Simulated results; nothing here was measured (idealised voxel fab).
Name of the process module below: voxel quadruple lines
FYI the section here is cut, 225 nm wide, cells are 5 nm squares.
A cross-section is a grid of square cells, given in bands from the top down. A band is one or more rows of cells.
Within each band entry, the heights of the top and of the bottom of the band appear first, in that order and in nm; the materials of the band then follow from left to right, each with its corresponding width in nm. The designation "everywhere" on a single material indicates that it fills the band from edge to edge; the designation "air" indicates empty space.
Heights are expressed relative to 0, this being the level below which the as-received wafer comprises one material exclusively. The lowest band is unbounded in the downward direction and is denoted as in "from 0 down".
Width "30 to 40": first value at the band's top row of cells, second value at its bottom row, equal change from row to row.
Reading "no change" for a step: not a cell of the cross-section changed in it.
Entry "Catalogued sealed voids". Content: empty spaces with no open connection to the top, size 8 cells or greater. Each: width x height at distance. Distance: from left edge. Unit: nm.
Where a step's line continues beyond its settings, the continuation is a remark by the simulator itself on that step.
Regarding "overlay nm": on a step with a mask, it is the distance the mask lay to the right of its planned place; a negative value places it to the left.

THE FOLLOWING LIST GIVES THE PLANNED PROCESS STEPS
1: RECEIVE: material Si
2: CONFORMAL_DEP: material SiO2, thk nm 10
3: DIRECTIONAL_DEP: material TiN, thk nm 10
4: DIRECTIONAL_DEP: material polySi, thk nm 20
5: DIRECTIONAL_DEP: material aC, thk nm 20
6: PATTERN: tone cover, mask id MANDREL, material resist, width nm 30, thk nm 30, overlay nm 0
7: DIRECTIONAL_ETCH: etch materials aC, depth nm 20
8: STRIP: etch materials resist
9: CONFORMAL_DEP: material SiO2, thk nm 5
10: DIRECTIONAL_ETCH: etch materials SiO2, depth nm 10
11: STRIP: etch materials aC
12: DIRECTIONAL_ETCH: etch materials polySi, depth nm 20
13: STRIP: etch materials SiO2
14: CONFORMAL_DEP: material SiN, thk nm 10
15: DIRECTIONAL_ETCH: etch materials SiN, depth nm 10
16: STRIP: etch materials polySi
17: DIRECTIONAL_ETCH: etch materials TiN, depth nm 10
18: STRIP: etch materials SiN
19: FILL_DEP: material lowk, thk nm 10
20: CMP: height nm 20
Be aware that, although all wafers share a common starting state, the thk nm at step 9 differs among them, and the plan displays the first wafer's value.

AS RECEIVED, I.E. AFTER STEP 1: CROSS-SECTION THROUGH THE FIRST OF SEVERAL WAFERS
	from 0 down | Si everywhere
	Catalogued sealed voids: none

FIRST OF SEVERAL WAFERS IN CROSS-SECTION AT MODULE END, FOLLOWING THE FINAL STEP, STEP 20
	from 20 to 10 | 80 nm lowk | 10 nm TiN | 5 nm lowk | 10 nm TiN | 10 nm lowk | 10 nm TiN | 5 nm lowk | 10 nm TiN | 85 nm lowk
	from 10 to 0 | SiO2 everywhere
	from 0 down | Si everywhere
	Catalogued sealed voids: none

LAST-WAFER CROSS-SECTION AT THE END OF THE MODULE
	from 20 to 10 | lowk everywhere
	from 10 to 0 | SiO2 everywhere
	from 0 down | Si everywhere
	Catalogued sealed voids: none

EVERY ROW IN THIS TABLE IS A WAFER AT THE END OF THE MODULE, AND IT GIVES, FOR EACH OF THE MATERIALS, THE CELLS THAT WAFER HAS GAINED (+) OR LOST (-) SINCE IT WAS RECEIVED, THEN ITS CLOSED VOIDS
thk nm 5; +90 SiO2; +16 TiN; +74 lowk; Catalogued sealed voids: none
thk nm 10; +90 SiO2; +16 TiN; +74 lowk; Catalogued sealed voids: none
thk nm 15; +90 SiO2; +90 lowk; Catalogued sealed voids: none
thk nm 20; +90 SiO2; +90 lowk; Catalogued sealed voids: none
thk nm 25; +90 SiO2; +90 lowk; Catalogued sealed voids: none
